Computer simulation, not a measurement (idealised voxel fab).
The following is a process module called voxel transistor to metal.
Each square cell in cross-section cut measures 5 nm, and the section as a whole is 185 nm wide.
This document writes a cross-section as a grid whose cells are square, and gives it as bands, listed from the top down; one or more rows of cells form a band.
Band: top and bottom heights (nm) first, top before bottom; then materials from left to right, widths in nm. "full width" marks a sole material filling the band edge to edge. "empty" denotes empty space.
Zero point of the height axis is 0; under it, received wafer = one material. Lowest band: continues down indefinitely, "z 0 and below".
So if you see something like "30..40" for the width, read it as the top row of the band sitting at the first number and the bottom row at the second, with every row in between moving by the same amount as the last.
For the purposes of this document, the phrase "same as before" attached to a step denotes that no cell within the cross-section was modified by that step.
In "Enclosed cavity list" the enclosed voids are listed, meaning empty spaces of 8 cells or larger without any opening to the top. The form is width x height at distance, distance from the left edge, units nm.
Read whatever lies past the settings on a step's line as the simulator's own remark about the step.
overlay nm, on a step with a mask: how far to the right of its planned place the mask lay; to the left if negative

Process steps (planned):
1,RECEIVE with material Si
2,CONFORMAL_DEP with material SiO2, thk nm 5
3,CONFORMAL_DEP with material SiN, thk nm 15
4,DIRECTIONAL_DEP with material aC, thk nm 10
5,PATTERN with tone cover, mask id ACTIVE, material resist, width nm 105, thk nm 25, overlay nm 0
6,DIRECTIONAL_ETCH with etch materials aC, depth nm 10
7,STRIP with etch materials resist
8,DIRECTIONAL_ETCH with etch materials SiN, depth nm 15
9,DIRECTIONAL_ETCH with etch materials SiO2, depth nm 5
10,DIRECTIONAL_ETCH with etch materials Si, depth nm 35
11,STRIP with etch materials aC
12,OXIDIZE with depth nm 5
13,FILL_DEP with material SiO2, thk nm 5
14,CMP with height nm 20
15,SELECTIVE_ETCH with etch materials SiO2, depth nm 10
16,STRIP with etch materials SiN
17,SELECTIVE_ETCH with etch materials SiO2, depth nm 5
18,OXIDIZE with depth nm 5
19,DIRECTIONAL_DEP with material polySi, thk nm 25
20,DIRECTIONAL_DEP with material SiCN, thk nm 10
21,DIRECTIONAL_DEP with material aC, thk nm 15
22,PATTERN with tone cover, mask id GATE, material resist, width nm 35, thk nm 35, overlay nm 0
23,DIRECTIONAL_ETCH with etch materials aC, depth nm 15
24,STRIP with etch materials resist
25,DIRECTIONAL_ETCH with etch materials SiCN, depth nm 20
26,DIRECTIONAL_ETCH with etch materials polySi, depth nm 35
27,STRIP with etch materials aC
28,CONFORMAL_DEP with material SiN, thk nm 10
29,DIRECTIONAL_ETCH with etch materials SiN, depth nm 10
30,DIRECTIONAL_ETCH with etch materials SiO2, depth nm 5
31,DIRECTIONAL_ETCH with etch materials Si, depth nm 5
32,EPI with material SiGe, thk nm 10
33,FILL_DEP with material SiO2, thk nm 5
34,CMP with height nm 25
35,STRIP with etch materials polySi
36,SELECTIVE_ETCH with etch materials SiO2, depth nm 5
37,CONFORMAL_DEP with material HfO2, thk nm 5
38,CONFORMAL_DEP with material TiN, thk nm 5
39,FILL_DEP with material W, thk nm 5
40,CMP with height nm 20
41,DIRECTIONAL_DEP with material SiO2, thk nm 10
42,DIRECTIONAL_DEP with material aC, thk nm 15
43,PATTERN with tone open, mask id CONTACT, material resist, width nm 15, pitch nm 80, thk nm 30, overlay nm 0
44,DIRECTIONAL_ETCH with etch materials aC, depth nm 15
45,STRIP with etch materials resist
46,DIRECTIONAL_ETCH with etch materials SiO2, depth nm 30
47,STRIP with etch materials aC
48,CONFORMAL_DEP with material TiN, thk nm 5
49,FILL_DEP with material Ru, thk nm 5
50,CMP with height nm 30
51,DIRECTIONAL_DEP with material TiN, thk nm 5
52,DIRECTIONAL_DEP with material W, thk nm 20
53,PATTERN with tone cover, mask id METAL_1, material resist, width nm 15, pitch nm 80, thk nm 15, overlay nm 0
54,DIRECTIONAL_ETCH with etch materials W, depth nm 20
55,DIRECTIONAL_ETCH with etch materials TiN, depth nm 5
56,STRIP with etch materials resist
57,FILL_DEP with material SiO2, thk nm 10
58,CMP with height nm 55
59,CONFORMAL_DEP with material SiCN, thk nm 5
60,DIRECTIONAL_DEP with material lowk, thk nm 30
61,MASKED_ETCH with tone open, mask id METAL_2, width nm 15, pitch nm 80, etch materials lowk, depth nm 20, overlay nm 0
62,MASKED_ETCH with tone open, mask id METAL_2_HOLES, width nm 15, pitch nm 80, etch materials lowk, depth nm 10, overlay nm 0
63,MASKED_ETCH with tone open, mask id METAL_2_HOLES, width nm 15, pitch nm 80, etch materials SiCN, depth nm 5, overlay nm 0
64,CONFORMAL_DEP with material TiN, thk nm 5
65,FILL_DEP with material Cu, thk nm 10
66,CMP with height nm 90
67,CONFORMAL_DEP with material SiN, thk nm 5

Incoming wafer in cross-section (state: after step 1):
  z 0 and below | Si full width
  Enclosed cavity list: none

Starting structure and process plan are as shown above, but one mistake was made in running the module; the wafer cross-section at the end of the module follows:
  z 95 to 90 | SiN full width
  z 90 to 60 | 45 nm lowk, then 5 nm TiN, then 5 nm Cu, then 5 nm TiN, then 65 nm lowk, then 5 nm TiN, then 5 nm Cu, then 5 nm TiN, then 45 nm lowk
  z 60 to 55 | 45 nm SiCN, then 15 nm TiN, then 65 nm SiCN, then 15 nm TiN, then 45 nm SiCN
  z 55 to 35 | 45 nm SiO2, then 15 nm W, then 65 nm SiO2, then 15 nm W, then 45 nm SiO2
  z 35 to 30 | 45 nm SiO2, then 15 nm TiN, then 65 nm SiO2, then 15 nm TiN, then 45 nm SiO2
  z 30 to 20 | 45 nm SiO2, then 5 nm TiN, then 5 nm HfO2, then 5 nm TiN, then 65 nm SiO2, then 5 nm TiN, then 5 nm HfO2, then 5 nm TiN, then 45 nm SiO2
  z 20 to 10 | 45 nm SiO2, then 5 nm TiN, then 5 nm HfO2, then 5 nm TiN, then 5 nm SiO2, then 10 nm SiN, then 5 nm HfO2, then 5 nm TiN, then 15 nm W, then 5 nm TiN, then 5 nm HfO2, then 10 nm SiN, then 5 nm SiO2, then 5 nm TiN, then 5 nm HfO2, then 5 nm TiN, then 45 nm SiO2
  z 10 to 5 | 45 nm SiO2, then 15 nm TiN, then 5 nm SiO2, then 10 nm SiN, then 5 nm HfO2, then 5 nm TiN, then 15 nm W, then 5 nm TiN, then 5 nm HfO2, then 10 nm SiN, then 5 nm SiO2, then 15 nm TiN, then 45 nm SiO2
  z 5 to 0 | 35 nm SiO2, then 10 nm SiN, then 10 nm TiN, then 10 nm SiGe, then 10 nm SiN, then 5 nm HfO2, then 25 nm TiN, then 5 nm HfO2, then 10 nm SiN, then 10 nm SiGe, then 10 nm TiN, then 10 nm SiN, then 35 nm SiO2
  z 0 to -5 | 45 nm SiO2, then 20 nm SiGe, then 5 nm SiO2, then 45 nm HfO2, then 5 nm SiO2, then 20 nm SiGe, then 45 nm SiO2
  z -5 to -10 | 45 nm SiO2, then 20 nm SiGe, then 55 nm Si, then 20 nm SiGe, then 45 nm SiO2
  z -10 to -40 | 45 nm SiO2, then 95 nm Si, then 45 nm SiO2
  z -40 and below | Si full width
  Enclosed cavity list: none
Deviation from plan: step 49 was processed under conditions differing from the plan, specifically as FILL_DEP with material HfO2, thk nm 5
